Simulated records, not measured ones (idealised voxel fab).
Herein follows the process module entitled voxel released beams.
Shown is cross-section cut, with a width of 255 nm and square cells of size 5 nm.
If you're reading a cross-section in this doc, picture square cells in a grid; it comes to you as bands, top ones listed first down to the bottom, and a band can be one or more rows of cells. Each band's line starts with the height of the band's top and of its bottom, in nm. Then come its materials from left to right, each with its width in nm. One material with "edge to edge" fills the band from edge to edge. "empty" is empty space. We count height from 0. Below that, the starting wafer is all one material. The lowest band never ends at the bottom but goes on down; see "0 -> down" for how that is written. Quick explanation for "30 to 40": the width changes in equal steps down the rows of cells, from the first number in the band's top row to the second number in its bottom row. "remained the same" for a step: no cell of the cross-section changed in that step. "Voids lacking openings": sealed empty spaces, 8 cells or more, no open way to top, listed width x height at distance, with distance from the left edge and width, height and distance in nm. after a step's settings: what the simulator itself notes on the step. Each step line may optionally specify "overlay nm", which for a step with a mask gives the rightward distance between the mask's planned place and where it lay, a negative value indicating the leftward direction.

STEPS IN THE PROCESS PLAN
1,op RECEIVE | material Si
2,op CONFORMAL_DEP | material Al2O3 | thk nm 10
3,op DIRECTIONAL_DEP | material SiO2 | thk nm 10
4,op DIRECTIONAL_DEP | material aC | thk nm 15
5,op PATTERN | tone open | mask id ANCHOR | material resist | width nm 30 | thk nm 35 | overlay nm 0
6,op DIRECTIONAL_ETCH | etch materials aC | depth nm 15
7,op STRIP | etch materials resist
8,op DIRECTIONAL_ETCH | etch materials SiO2 | depth nm 10
9,op STRIP | etch materials aC
10,op CONFORMAL_DEP | material SiN | thk nm 10
11,op MASKED_ETCH | tone cover | mask id BEAM | width nm 100 | etch materials SiN | depth nm 10 | overlay nm 0
12,op STRIP | etch materials SiO2

AS-RECEIVED WAFER CROSS-SECTION (AFTER STEP 1)
* 0 -> down | Si edge to edge
* Voids lacking openings: none

CROSS-SECTION: FIRST OF TWO WAFERS, MODULE FINISHED, RUN ACCORDING TO PLAN
* 30 -> 20 | empty 75, then SiN 15, then empty 10, then SiN 75, then empty 80
* 20 -> 10 | empty 80, then SiN 30, then empty 145
* 10 -> 0 | Al2O3 edge to edge
* 0 -> down | Si edge to edge
* Voids lacking openings: none

SECOND OF TWO WAFERS, MODULE COMPLETE, SECTIONED: IT SHARES THE FIRST WAFER'S START AND PLAN BUT WAS RUN WITH ONE MISTAKE
* 30 -> 20 | empty 80, then SiN 10, then empty 10, then SiN 80, then empty 75
* 20 -> 10 | empty 80, then SiN 30, then empty 145
* 10 -> 0 | Al2O3 edge to edge
* 0 -> down | Si edge to edge
* Voids lacking openings: none
Finding, execution versus plan: contrary to plan, step 11 was performed as op MASKED_ETCH | tone cover | mask id BEAM | width nm 100 | etch materials SiN | depth nm 10 | overlay nm 5
Final wafers compared: equal cell tally per material, rearranged layout.
